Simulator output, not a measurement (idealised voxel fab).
process module | voxel transistor to metal
cross-section cut | 210 nm wide | cells 5 nm
A cross-section is a grid of square cells, given in bands from the top down. A band is one or more rows of cells.
Each band's line starts with the height of the band's top and of its bottom, in nm. Then come its materials from left to right, each with its width in nm. One material with "throughout" fills the band from edge to edge. "air" is empty space.
Height 0 is the level under which the wafer as received is all one material. The lowest band goes on downwards, as in "0 down".
A width such as "30 to 40" changes by the same amount from each row of cells to the next, from the band's top row to its bottom row.
"no change" after a step means that no cell of the cross-section changed.
closed voids: empty space of 8 cells or more with no open way to the top, each as width x height at its distance from the left edge, in nm
after a step's settings: what the simulator itself notes on the step
overlay nm, on a step with a mask: how far to the right of its planned place the mask lay; to the left if negative
plan
1 op RECEIVE | material Si
2 op OXIDIZE | depth nm 5
3 op CONFORMAL_DEP | material SiN | thk nm 10
4 op PATTERN | tone cover | mask id ACTIVE | material resist | width nm 95 | thk nm 15 | overlay nm -15
5 op DIRECTIONAL_ETCH | etch materials SiN | depth nm 10
6 op DIRECTIONAL_ETCH | etch materials SiO2 | depth nm 5
7 op DIRECTIONAL_ETCH | etch materials Si | depth nm 35
8 op STRIP | etch materials resist
9 op OXIDIZE | depth nm 5
10 op FILL_DEP | material SiO2 | thk nm 5
11 op CMP | height nm 10
12 op SELECTIVE_ETCH | etch materials SiO2 | depth nm 10
13 op STRIP | etch materials SiN
14 op SELECTIVE_ETCH | etch materials SiO2 | depth nm 5
15 op OXIDIZE | depth nm 5
16 op DIRECTIONAL_DEP | material polySi | thk nm 25
17 op DIRECTIONAL_DEP | material SiCN | thk nm 10
18 op MASKED_ETCH | tone cover | mask id GATE | width nm 15 | etch materials SiCN | depth nm 20 | overlay nm 0
19 op MASKED_ETCH | tone cover | mask id GATE | width nm 15 | etch materials polySi | depth nm 35 | overlay nm 0
20 op CONFORMAL_DEP | material SiN | thk nm 10
21 op DIRECTIONAL_ETCH | etch materials SiN | depth nm 10
22 op DIRECTIONAL_ETCH | etch materials SiO2 | depth nm 5
23 op DIRECTIONAL_ETCH | etch materials Si | depth nm 10
24 op EPI | material nSi | thk nm 15
25 op FILL_DEP | material SiO2 | thk nm 5
26 op CMP | height nm 30
27 op DIRECTIONAL_DEP | material SiO2 | thk nm 15
28 op MASKED_ETCH | tone open | mask id CONTACT | width nm 15 | pitch nm 60 | etch materials SiO2 | depth nm 50 | overlay nm 0
29 op CONFORMAL_DEP | material TiN | thk nm 5
30 op FILL_DEP | material W | thk nm 10
31 op CMP | height nm 45
32 op DIRECTIONAL_DEP | material TiN | thk nm 5
33 op DIRECTIONAL_DEP | material W | thk nm 25
34 op PATTERN | tone cover | mask id METAL_1 | material resist | width nm 15 | pitch nm 60 | thk nm 15 | overlay nm 0
35 op DIRECTIONAL_ETCH | etch materials W | depth nm 25
36 op DIRECTIONAL_ETCH | etch materials TiN | depth nm 5
37 op STRIP | etch materials resist
38 op FILL_DEP | material lowk | thk nm 10
39 op CMP | height nm 75
40 op CONFORMAL_DEP | material SiN | thk nm 5
varied across the wafers: overlay nm of step 4. The plan shows the first wafer's value. All wafers start alike
first wafer as received, after step 1
  0 down: Si throughout
  closed voids: none
first wafer at the end, after step 40
  80 to 75: SiN throughout
  75 to 50: lowk 65 | W 15 | lowk 45 | W 15 | lowk 70
  50 to 45: lowk 65 | TiN 15 | lowk 45 | TiN 15 | lowk 70
  45 to 30: SiO2 65 | TiN 5 | W 5 | TiN 5 | SiO2 45 | TiN 5 | W 5 | TiN 5 | SiO2 70
  30 to 20: SiO2 65 | TiN 5 | W 5 | TiN 5 | SiO2 5 | SiN 10 | SiCN 15 | SiN 10 | SiO2 5 | TiN 5 | W 5 | TiN 5 | SiO2 70
  20 to 10: SiO2 65 | TiN 5 | W 5 | TiN 5 | SiO2 5 | SiN 10 | polySi 15 | SiN 10 | SiO2 5 | TiN 5 | W 5 | TiN 5 | SiO2 70
  10 to 5: SiO2 65 | TiN 15 | SiO2 5 | SiN 10 | polySi 15 | SiN 10 | SiO2 5 | TiN 15 | SiO2 70
  5 to -5: SiO2 65 | TiN 5 | nSi 15 | SiN 10 | polySi 15 | SiN 10 | nSi 15 | TiN 5 | SiO2 70
  -5 to -10: SiO2 40 | nSi 45 | SiO2 35 | nSi 15 | SiO2 75
  -10 to -20: SiO2 45 | nSi 40 | Si 35 | nSi 10 | SiO2 80
  -20 to -45: SiO2 45 | Si 85 | SiO2 80
  -45 down: Si throughout
  closed voids: none
last wafer at the end
  80 to 75: SiN throughout
  75 to 50: lowk 65 | W 15 | lowk 45 | W 15 | lowk 70
  50 to 45: lowk 65 | TiN 15 | lowk 45 | TiN 15 | lowk 70
  45 to 30: SiO2 65 | TiN 5 | W 5 | TiN 5 | SiO2 45 | TiN 5 | W 5 | TiN 5 | SiO2 70
  30 to 20: SiO2 65 | TiN 5 | W 5 | TiN 5 | SiO2 5 | SiN 10 | SiCN 15 | SiN 10 | SiO2 5 | TiN 5 | W 5 | TiN 5 | SiO2 70
  20 to 10: SiO2 65 | TiN 5 | W 5 | TiN 5 | SiO2 5 | SiN 10 | polySi 15 | SiN 10 | SiO2 5 | TiN 5 | W 5 | TiN 5 | SiO2 70
  10 to 5: SiO2 65 | TiN 15 | SiO2 5 | SiN 10 | polySi 15 | SiN 10 | SiO2 5 | TiN 15 | SiO2 70
  5 to -5: SiO2 65 | TiN 5 | nSi 15 | SiN 10 | polySi 15 | SiN 10 | nSi 15 | TiN 5 | SiO2 70
  -5 to -10: SiO2 70 | nSi 15 | SiO2 35 | nSi 45 | SiO2 45
  -10 to -20: SiO2 75 | nSi 10 | Si 35 | nSi 40 | SiO2 50
  -20 to -45: SiO2 75 | Si 85 | SiO2 50
  -45 down: Si throughout
  closed voids: none
each wafer at the end: cells of each material gained (+) or lost (-) since it was received, then its closed voids
overlay nm -15 | -279 Si | +6 SiCN | +70 SiN | +512 SiO2 | +44 TiN | +44 W | +216 lowk | +44 nSi | +15 polySi | closed voids: none
overlay nm -10 | -279 Si | +6 SiCN | +70 SiN | +512 SiO2 | +44 TiN | +44 W | +216 lowk | +44 nSi | +15 polySi | closed voids: none
overlay nm -5 | -279 Si | +6 SiCN | +70 SiN | +512 SiO2 | +44 TiN | +44 W | +216 lowk | +44 nSi | +15 polySi | closed voids: none
overlay nm 0 | -279 Si | +6 SiCN | +70 SiN | +512 SiO2 | +44 TiN | +44 W | +216 lowk | +44 nSi | +15 polySi | closed voids: none
overlay nm 5 | -279 Si | +6 SiCN | +70 SiN | +512 SiO2 | +44 TiN | +44 W | +216 lowk | +44 nSi | +15 polySi | closed voids: none
overlay nm 10 | -279 Si | +6 SiCN | +70 SiN | +512 SiO2 | +44 TiN | +44 W | +216 lowk | +44 nSi | +15 polySi | closed voids: none
overlay nm 15 | -279 Si | +6 SiCN | +70 SiN | +512 SiO2 | +44 TiN | +44 W | +216 lowk | +44 nSi | +15 polySi | closed voids: none
